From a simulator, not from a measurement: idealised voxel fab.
voxel trench capacitor: a process module
Cross-section cut spans 250 nm and uses square cells 5 nm in size.
In what follows, cross-sections appear as grids of square cells, described through bands that run from the top down, where every band is one or more rows of cells. Within each band entry, the heights of the top and of the bottom of the band appear first, in that order and in nm; the materials of the band then follow from left to right, each with its corresponding width in nm. The designation "full width" on a single material indicates that it fills the band from edge to edge; the designation "blank" indicates empty space. Height is counted from the level 0, under which the received wafer is composed throughout of one material. The lowest of the bands is not closed at the bottom but continues downward, in the notation "top 0, no bottom". When a width is written as two numbers, as in "30 to 40", the first number is the width in the top row of cells of the band and the second is the width in its bottom row, and the width changes by the same amount from each row to the next. Basically "no modifications" means that step didn't change any cell in the cross-section. For the entry "Closed cavities", the listed items are empty spaces with no open way to the top whose size is 8 cells or more; each item follows the pattern width x height at distance, where distance is from the left edge and all three are in nm. Note: text after step settings on the step line = simulator remark on that step. "overlay nm", when on a step's line for a step with a mask, measures how far to the right of its planned place the mask lay; a negative measure means to the left.
Process steps foreseen in the plan:
| 1 | RECEIVE: material Si |
| 2 | CONFORMAL_DEP: material SiN, thk nm 10 |
| 3 | PATTERN: tone open, mask id TRENCH, material resist, width nm 30, pitch nm 55, thk nm 15, overlay nm 0 |
| 4 | DIRECTIONAL_ETCH: etch materials SiN, depth nm 10 |
| 5 | DIRECTIONAL_ETCH: etch materials Si, depth nm 40 |
| 6 | STRIP: etch materials resist |
| 7 | CONFORMAL_DEP: material Al2O3, thk nm 5 |
| 8 | CONFORMAL_DEP: material TiN, thk nm 5 |
| 9 | FILL_DEP: material W, thk nm 5 |
| 10 | CMP: height nm 10 |
Cross-section of the wafer upon arrival, representing the state reached after step 1:
  top 0, no bottom = Si full width
  Closed cavities: none
Post-module cross-section: identical start and plan to those above, one misstep in execution:
  top 10, bottom 0 = SiN: 25  Al2O3: 5  TiN: 5  W: 10  TiN: 5  Al2O3: 5  SiN: 25  Al2O3: 5  TiN: 5  W: 10  TiN: 5  Al2O3: 5  SiN: 25  Al2O3: 5  TiN: 5  W: 10  TiN: 5  Al2O3: 5  SiN: 25  Al2O3: 5  TiN: 5  W: 10  TiN: 5  Al2O3: 5  SiN: 30
  top 0, bottom -70 = Si: 25  Al2O3: 5  TiN: 5  W: 10  TiN: 5  Al2O3: 5  Si: 25  Al2O3: 5  TiN: 5  W: 10  TiN: 5  Al2O3: 5  Si: 25  Al2O3: 5  TiN: 5  W: 10  TiN: 5  Al2O3: 5  Si: 25  Al2O3: 5  TiN: 5  W: 10  TiN: 5  Al2O3: 5  Si: 30
  top -70, bottom -75 = Si: 25  Al2O3: 5  TiN: 20  Al2O3: 5  Si: 25  Al2O3: 5  TiN: 20  Al2O3: 5  Si: 25  Al2O3: 5  TiN: 20  Al2O3: 5  Si: 25  Al2O3: 5  TiN: 20  Al2O3: 5  Si: 30
  top -75, bottom -80 = Si: 25  Al2O3: 30  Si: 25  Al2O3: 30  Si: 25  Al2O3: 30  Si: 25  Al2O3: 30  Si: 30
  top -80, no bottom = Si full width
  Closed cavities: none
The plan and the run diverged here: plan step 5 was conducted twice
